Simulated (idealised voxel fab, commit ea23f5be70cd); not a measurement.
Process module under the name voxel self aligned vias
The cross-section shown here is cut; it is 265 nm wide and divided into square cells measuring 5 nm on a side.
Square cells in a grid make up a cross-section in this document, and the grid is given as bands, listed from the top down, each one or more rows of cells. Band entry format. Leading values: height of top, height of bottom, nm. Remainder: materials in left-to-right order, each with its width in nm. Special words: "edge to edge" on a single material, which then fills the band edge to edge; "blank", empty space. Counting heights begins at 0, where everything beneath is, in the wafer as received, one material. The lowest band has no bottom; it goes on downwards, as "top 0, no bottom" shows. Top row gets the first number, bottom row gets the second, and each row in between changes by the same step: that is how a band width like "30 to 40" works. "same as before" for a step: no cell of the cross-section changed in that step. The label "Sealed voids" introduces a list of the empty spaces, 8 cells or larger, that have no open way up to the top; each entry in it reads width x height at distance, where the distance is taken from the left edge and all three are stated in nm. It should be noted that, on the line of a given step, the content following the step's settings is a remark produced by the simulator itself with respect to that step. overlay nm: mask offset rightward from planned place, masked step; negative means leftward offset.
[Process steps - plan]
1: RECEIVE (material Si)
2: CONFORMAL_DEP (material SiO2; thk nm 15)
3: CONFORMAL_DEP (material SiCN; thk nm 5)
4: DIRECTIONAL_DEP (material SiO2; thk nm 30)
5: MASKED_ETCH (tone open; mask id LINES; width nm 25; pitch nm 70; etch materials SiO2; depth nm 30; overlay nm 0)
6: CONFORMAL_DEP (material TiN; thk nm 5)
7: FILL_DEP (material W; thk nm 10)
8: CMP (height nm 50)
9: SELECTIVE_ETCH (etch materials W Ru TiN; depth nm 10)
10: FILL_DEP (material SiN; thk nm 10)
11: CMP (height nm 50)
12: DIRECTIONAL_DEP (material SiO2; thk nm 15)
13: DIRECTIONAL_DEP (material aC; thk nm 10)
14: PATTERN (tone open; mask id VIAS; material resist; width nm 45; pitch nm 70; thk nm 25; overlay nm 0)
15: DIRECTIONAL_ETCH (etch materials aC; depth nm 10)
16: STRIP (etch materials resist)
17: DIRECTIONAL_ETCH (etch materials SiO2; depth nm 15)
18: DIRECTIONAL_ETCH (etch materials SiN; depth nm 10)
19: STRIP (etch materials aC)
20: CONFORMAL_DEP (material TiN; thk nm 5)
21: FILL_DEP (material W; thk nm 10)
22: CMP (height nm 65)
23: CONFORMAL_DEP (material SiCN; thk nm 5)
[So this is the incoming wafer in cross-section - it's already been through step 1]
top 0, no bottom | Si edge to edge
Sealed voids: none
[The first of two wafers, cross-sectioned at the end of the module, with the run proceeding as planned]
top 70, bottom 65 | SiCN edge to edge
top 65, bottom 55 | SiO2=40 | TiN=5 | W=35 | TiN=5 | SiO2=25 | TiN=5 | W=35 | TiN=5 | SiO2=25 | TiN=5 | W=35 | TiN=5 | SiO2=40
top 55, bottom 45 | SiO2=40 to 50 | TiN=15 to 5 | W=15 | TiN=15 to 5 | SiO2=25 to 45 | TiN=15 to 5 | W=15 | TiN=15 to 5 | SiO2=25 to 45 | TiN=15 to 5 | W=15 | TiN=15 to 5 | SiO2=40 to 50
top 45, bottom 40 | SiO2=50 | TiN=25 | SiO2=45 | TiN=25 | SiO2=45 | TiN=25 | SiO2=50
top 40, bottom 25 | SiO2=50 | TiN=5 | W=15 | TiN=5 | SiO2=45 | TiN=5 | W=15 | TiN=5 | SiO2=45 | TiN=5 | W=15 | TiN=5 | SiO2=50
top 25, bottom 20 | SiO2=50 | TiN=25 | SiO2=45 | TiN=25 | SiO2=45 | TiN=25 | SiO2=50
top 20, bottom 15 | SiCN edge to edge
top 15, bottom 0 | SiO2 edge to edge
top 0, no bottom | Si edge to edge
Sealed voids: none
[Cross-sectional image of the second wafer of the two following completion of the module. Starting state and process plan were the same as for the first wafer; one execution error occurred]
top 70, bottom 65 | SiCN edge to edge
top 65, bottom 45 | SiO2=40 | TiN=5 | W=35 | TiN=5 | SiO2=25 | TiN=5 | W=35 | TiN=5 | SiO2=25 | TiN=5 | W=35 | TiN=5 | SiO2=40
top 45, bottom 40 | SiO2=40 | TiN=45 | SiO2=25 | TiN=45 | SiO2=25 | TiN=45 | SiO2=40
top 40, bottom 35 | SiO2=40 | TiN=15 | W=15 | TiN=15 | SiO2=25 | TiN=15 | W=15 | TiN=15 | SiO2=25 | TiN=15 | W=15 | TiN=15 | SiO2=40
top 35, bottom 25 | SiO2=50 | TiN=5 | W=15 | TiN=5 | SiO2=45 | TiN=5 | W=15 | TiN=5 | SiO2=45 | TiN=5 | W=15 | TiN=5 | SiO2=50
top 25, bottom 20 | SiO2=50 | TiN=25 | SiO2=45 | TiN=25 | SiO2=45 | TiN=25 | SiO2=50
top 20, bottom 15 | SiCN edge to edge
top 15, bottom 0 | SiO2 edge to edge
top 0, no bottom | Si edge to edge
Sealed voids: none
Want to know what went wrong? step 17 from the plan got run twice
Wrapping up, a cell-based count of both wafers puts the second over or under the first for these materials: -36 SiO2; +12 TiN; +24 W
